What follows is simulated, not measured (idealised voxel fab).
Process module under the name voxel capacitor over wiring
The width of the displayed cross-section, cut, is 180 nm; its cells are square, with a size of 5 nm.
For the purposes of this document, a cross-section shall be understood as a grid of square cells, specified as bands listed in top-to-bottom order, each band consisting of one or more rows of cells.
Within each band entry, the heights of the top and of the bottom of the band appear first, in that order and in nm; the materials of the band then follow from left to right, each with its corresponding width in nm. The designation "throughout" on a single material indicates that it fills the band from edge to edge; the designation "blank" indicates empty space.
A quick word on heights: they are counted from 0, and under that level the wafer as it came to us is one material throughout. The lowest band is different from the rest in having no bottom; it simply continues downward, written as in "0 down".
Per-row width for "30->40": begins at first number (top row of band), ends at second number (bottom row), increment between rows held constant.
"no alterations made" means the step left every cell of the cross-section as it was.
The list in "Trapped cavities" covers empty spaces of 8 cells or more that cannot reach the top through any open way, and it gives each as width x height at distance; the distance is from the left edge, and width, height and distance are in nm.
The remark found on a step's line after its settings is issued by the simulator itself and pertains to that step.
"overlay nm" on a masked step: distance the mask lay right of its planned place, negative for left.
THE STEPS PLANNED FOR THE PROCESS ARE AS FOLLOWS
1. RECEIVE (material Si)
2. CONFORMAL_DEP (material SiO2; thk nm 15)
3. CONFORMAL_DEP (material SiN; thk nm 5)
4. DIRECTIONAL_DEP (material lowk; thk nm 15)
5. PATTERN (tone open; mask id METAL_1; material resist; width nm 30; pitch nm 85; thk nm 20; overlay nm 0)
6. DIRECTIONAL_ETCH (etch materials lowk; depth nm 15)
7. DIRECTIONAL_ETCH (etch materials SiN; depth nm 5)
8. STRIP (etch materials resist)
9. CONFORMAL_DEP (material TiN; thk nm 5)
10. FILL_DEP (material Ru; thk nm 10)
11. CMP (height nm 35)
12. CONFORMAL_DEP (material SiCN; thk nm 5)
13. DIRECTIONAL_DEP (material lowk; thk nm 15)
14. DIRECTIONAL_DEP (material aC; thk nm 10)
15. PATTERN (tone open; mask id PLUG_1; material resist; width nm 15; thk nm 25; overlay nm 0)
16. DIRECTIONAL_ETCH (etch materials aC; depth nm 10)
17. STRIP (etch materials resist)
18. DIRECTIONAL_ETCH (etch materials lowk; depth nm 15)
19. DIRECTIONAL_ETCH (etch materials SiCN; depth nm 5)
20. STRIP (etch materials aC)
21. CONFORMAL_DEP (material TiN; thk nm 5)
22. FILL_DEP (material W; thk nm 10)
23. CMP (height nm 55)
24. DIRECTIONAL_DEP (material TiN; thk nm 5)
25. DIRECTIONAL_DEP (material Al2O3; thk nm 5)
26. DIRECTIONAL_DEP (material TiN; thk nm 10)
27. PATTERN (tone cover; mask id UPPER_PLATE; material resist; width nm 60; thk nm 15; overlay nm 0)
28. DIRECTIONAL_ETCH (etch materials TiN; depth nm 10)
29. DIRECTIONAL_ETCH (etch materials Al2O3; depth nm 5)
30. STRIP (etch materials resist)
31. MASKED_ETCH (tone cover; mask id LOWER_PLATE; width nm 70; etch materials TiN; depth nm 5; overlay nm 0)
32. FILL_DEP (material SiO2; thk nm 20)
33. CMP (height nm 90)
34. MASKED_ETCH (tone open; mask id PLUG_2; width nm 15; etch materials SiO2; depth nm 15; overlay nm 0)
35. CONFORMAL_DEP (material TiN; thk nm 5)
36. FILL_DEP (material W; thk nm 10)
37. CMP (height nm 90)
38. CONFORMAL_DEP (material SiN; thk nm 5)
FIRST WAFER, AS PLANNED
AS RECEIVED (POST STEP 1): CROSS-SECTION
    0 down = Si throughout
    Trapped cavities: none
AFTER STEP 2: WAFER CROSS-SECTION
    15 to 0 = SiO2 throughout
    Below 0 it's all the same as before, nothing changed down there.
AFTER STEP 3: WAFER CROSS-SECTION
    20 to 15 = SiN throughout
    Below 15 it's all the same as before, nothing changed down there.
AFTER STEP 4: WAFER CROSS-SECTION
    35 to 20 = lowk throughout
    Below 20 it's all the same as before, nothing changed down there.
AFTER STEP 5: WAFER CROSS-SECTION
    55 to 35 = 30 of resist, then 30 of blank, then 55 of resist, then 30 of blank, then 35 of resist
    Below 35 it's all the same as before, nothing changed down there.
AFTER STEP 6: WAFER CROSS-SECTION
    55 to 35 = 30 of resist, then 30 of blank, then 55 of resist, then 30 of blank, then 35 of resist
    35 to 20 = 30 of lowk, then 30 of blank, then 55 of lowk, then 30 of blank, then 35 of lowk
    Below 20 it's all the same as before, nothing changed down there.
AFTER STEP 7: WAFER CROSS-SECTION
    55 to 35 = 30 of resist, then 30 of blank, then 55 of resist, then 30 of blank, then 35 of resist
    35 to 20 = 30 of lowk, then 30 of blank, then 55 of lowk, then 30 of blank, then 35 of lowk
    20 to 15 = 30 of SiN, then 30 of blank, then 55 of SiN, then 30 of blank, then 35 of SiN
    Below 15 it's all the same as before, nothing changed down there.
AFTER STEP 8: WAFER CROSS-SECTION
    35 to 20 = 30 of lowk, then 30 of blank, then 55 of lowk, then 30 of blank, then 35 of lowk
    Below 20 it's all the same as before, nothing changed down there.
AFTER STEP 9: WAFER CROSS-SECTION
    40 to 35 = 35 of TiN, then 20 of blank, then 65 of TiN, then 20 of blank, then 40 of TiN
    35 to 20 = 30 of lowk, then 5 of TiN, then 20 of blank, then 5 of TiN, then 55 of lowk, then 5 of TiN, then 20 of blank, then 5 of TiN, then 35 of lowk
    20 to 15 = 30 of SiN, then 30 of TiN, then 55 of SiN, then 30 of TiN, then 35 of SiN
    Below 15 it's all the same as before, nothing changed down there.
AFTER STEP 10: WAFER CROSS-SECTION
    50 to 40 = Ru throughout
    40 to 35 = 35 of TiN, then 20 of Ru, then 65 of TiN, then 20 of Ru, then 40 of TiN
    35 to 20 = 30 of lowk, then 5 of TiN, then 20 of Ru, then 5 of TiN, then 55 of lowk, then 5 of TiN, then 20 of Ru, then 5 of TiN, then 35 of lowk
    Below 20 it's all the same as before, nothing changed down there.
AFTER STEP 11: WAFER CROSS-SECTION
    35 to 20 = 30 of lowk, then 5 of TiN, then 20 of Ru, then 5 of TiN, then 55 of lowk, then 5 of TiN, then 20 of Ru, then 5 of TiN, then 35 of lowk
    Below 20 it's all the same as before, nothing changed down there.
AFTER STEP 12: WAFER CROSS-SECTION
    40 to 35 = SiCN throughout
    Below 35 it's all the same as before, nothing changed down there.
AFTER STEP 13: WAFER CROSS-SECTION
    55 to 40 = lowk throughout
    Below 40 it's all the same as before, nothing changed down there.
AFTER STEP 14: WAFER CROSS-SECTION
    65 to 55 = aC throughout
    Below 55 it's all the same as before, nothing changed down there.
AFTER STEP 15: WAFER CROSS-SECTION
    90 to 65 = 45 of resist, then 15 of blank, then 120 of resist
    Below 65 it's all the same as before, nothing changed down there.
AFTER STEP 16: WAFER CROSS-SECTION
    80 to 65 = 45 of resist, then 15 of blank, then 120 of resist
    65 to 55 = 45 of aC, then 15 of blank, then 120 of aC
    Below 55 it's all the same as before, nothing changed down there.
AFTER STEP 17: WAFER CROSS-SECTION
    65 to 55 = 45 of aC, then 15 of blank, then 120 of aC
    Below 55 it's all the same as before, nothing changed down there.
AFTER STEP 18: WAFER CROSS-SECTION
    65 to 55 = 45 of aC, then 15 of blank, then 120 of aC
    55 to 40 = 45 of lowk, then 15 of blank, then 120 of lowk
    Below 40 it's all the same as before, nothing changed down there.
AFTER STEP 19: WAFER CROSS-SECTION
    65 to 55 = 45 of aC, then 15 of blank, then 120 of aC
    55 to 40 = 45 of lowk, then 15 of blank, then 120 of lowk
    40 to 35 = 45 of SiCN, then 15 of blank, then 120 of SiCN
    Below 35 it's all the same as before, nothing changed down there.
AFTER STEP 20: WAFER CROSS-SECTION
    55 to 40 = 45 of lowk, then 15 of blank, then 120 of lowk
    Below 40 it's all the same as before, nothing changed down there.
AFTER STEP 21: WAFER CROSS-SECTION
    60 to 55 = 50 of TiN, then 5 of blank, then 125 of TiN
    55 to 40 = 45 of lowk, then 5 of TiN, then 5 of blank, then 5 of TiN, then 120 of lowk
    40 to 35 = 45 of SiCN, then 15 of TiN, then 120 of SiCN
    Below 35 it's all the same as before, nothing changed down there.
AFTER STEP 22: WAFER CROSS-SECTION
    70 to 60 = W throughout
    60 to 55 = 50 of TiN, then 5 of W, then 125 of TiN
    55 to 40 = 45 of lowk, then 5 of TiN, then 5 of W, then 5 of TiN, then 120 of lowk
    Below 40 it's all the same as before, nothing changed down there.
AFTER STEP 23: WAFER CROSS-SECTION
    55 to 40 = 45 of lowk, then 5 of TiN, then 5 of W, then 5 of TiN, then 120 of lowk
    Below 40 it's all the same as before, nothing changed down there.
AFTER STEP 24: WAFER CROSS-SECTION
    60 to 55 = TiN throughout
    Below 55 it's all the same as before, nothing changed down there.
AFTER STEP 25: WAFER CROSS-SECTION
    65 to 60 = Al2O3 throughout
    Below 60 it's all the same as before, nothing changed down there.
AFTER STEP 26: WAFER CROSS-SECTION
    75 to 65 = TiN throughout
    Below 65 it's all the same as before, nothing changed down there.
AFTER STEP 27: WAFER CROSS-SECTION
    90 to 75 = 45 of blank, then 60 of resist, then 75 of blank
    Below 75 it's all the same as before, nothing changed down there.
AFTER STEP 28: WAFER CROSS-SECTION
    90 to 75 = 45 of blank, then 60 of resist, then 75 of blank
    75 to 65 = 45 of blank, then 60 of TiN, then 75 of blank
    Below 65 it's all the same as before, nothing changed down there.
AFTER STEP 29: WAFER CROSS-SECTION
    90 to 75 = 45 of blank, then 60 of resist, then 75 of blank
    75 to 65 = 45 of blank, then 60 of TiN, then 75 of blank
    65 to 60 = 45 of blank, then 60 of Al2O3, then 75 of blank
    Below 60 it's all the same as before, nothing changed down there.
AFTER STEP 30: WAFER CROSS-SECTION
    75 to 65 = 45 of blank, then 60 of TiN, then 75 of blank
    Below 65 it's all the same as before, nothing changed down there.
AFTER STEP 31: WAFER CROSS-SECTION
    75 to 65 = 45 of blank, then 60 of TiN, then 75 of blank
    65 to 60 = 45 of blank, then 60 of Al2O3, then 75 of blank
    60 to 55 = 40 of blank, then 70 of TiN, then 70 of blank
    Below 55 it's all the same as before, nothing changed down there.
AFTER STEP 32: WAFER CROSS-SECTION
    95 to 75 = SiO2 throughout
    75 to 65 = 45 of SiO2, then 60 of TiN, then 75 of SiO2
    65 to 60 = 45 of SiO2, then 60 of Al2O3, then 75 of SiO2
    60 to 55 = 40 of SiO2, then 70 of TiN, then 70 of SiO2
    Below 55 it's all the same as before, nothing changed down there.
AFTER STEP 33: WAFER CROSS-SECTION
    90 to 75 = SiO2 throughout
    Below 75 it's all the same as before, nothing changed down there.
AFTER STEP 34: WAFER CROSS-SECTION
    90 to 75 = 55 of SiO2, then 15 of blank, then 110 of SiO2
    Below 75 it's all the same as before, nothing changed down there.
AFTER STEP 35: WAFER CROSS-SECTION
    95 to 90 = 60 of TiN, then 5 of blank, then 115 of TiN
    90 to 80 = 55 of SiO2, then 5 of TiN, then 5 of blank, then 5 of TiN, then 110 of SiO2
    80 to 75 = 55 of SiO2, then 15 of TiN, then 110 of SiO2
    Below 75 it's all the same as before, nothing changed down there.
AFTER STEP 36: WAFER CROSS-SECTION
    105 to 95 = W throughout
    95 to 90 = 60 of TiN, then 5 of W, then 115 of TiN
    90 to 80 = 55 of SiO2, then 5 of TiN, then 5 of W, then 5 of TiN, then 110 of SiO2
    Below 80 it's all the same as before, nothing changed down there.
AFTER STEP 37: WAFER CROSS-SECTION
    90 to 80 = 55 of SiO2, then 5 of TiN, then 5 of W, then 5 of TiN, then 110 of SiO2
    Below 80 it's all the same as before, nothing changed down there.
AFTER STEP 38: WAFER CROSS-SECTION
    95 to 90 = SiN throughout
    Below 90 it's all the same as before, nothing changed down there.
SECOND WAFER. START AND PLAN AS FOR THE FIRST. ONE MISTAKE MADE IN RUNNING. AGREES WITH THE FIRST UP TO AND INCLUDING STEP 33
THE SECOND WAFER CUT THROUGH, AT THE TIME STEP 34 WAS SUPPOSED TO BE FINISHED
    90 to 75 = 65 of SiO2, then 15 of blank, then 100 of SiO2
    Below 75 it's all the same as before, nothing changed down there.
THE SECOND WAFER CUT THROUGH, AT THE TIME STEP 35 WAS SUPPOSED TO BE FINISHED
    95 to 90 = 70 of TiN, then 5 of blank, then 105 of TiN
    90 to 80 = 65 of SiO2, then 5 of TiN, then 5 of blank, then 5 of TiN, then 100 of SiO2
    80 to 75 = 65 of SiO2, then 15 of TiN, then 100 of SiO2
    Below 75 it's all the same as before, nothing changed down there.
THE SECOND WAFER CUT THROUGH, AT THE TIME STEP 36 WAS SUPPOSED TO BE FINISHED
    105 to 95 = W throughout
    95 to 90 = 70 of TiN, then 5 of W, then 105 of TiN
    90 to 80 = 65 of SiO2, then 5 of TiN, then 5 of W, then 5 of TiN, then 100 of SiO2
    Below 80 it's all the same as before, nothing changed down there.
THE SECOND WAFER CUT THROUGH, AT THE TIME STEP 37 WAS SUPPOSED TO BE FINISHED
    90 to 80 = 65 of SiO2, then 5 of TiN, then 5 of W, then 5 of TiN, then 100 of SiO2
    Below 80 it's all the same as before, nothing changed down there.
THE SECOND WAFER CUT THROUGH, AT THE TIME STEP 38 WAS SUPPOSED TO BE FINISHED
    95 to 90 = SiN throughout
    Below 90 it's all the same as before, nothing changed down there.
In executing the process, a mistake was made relative to the plan: step 34 was not run as planned; what actually ran was MASKED_ETCH (tone open; mask id PLUG_2; width nm 15; etch materials SiO2; depth nm 15; overlay nm 10)
at the end the second wafer has, in cells: as many of each material as the first, in other places
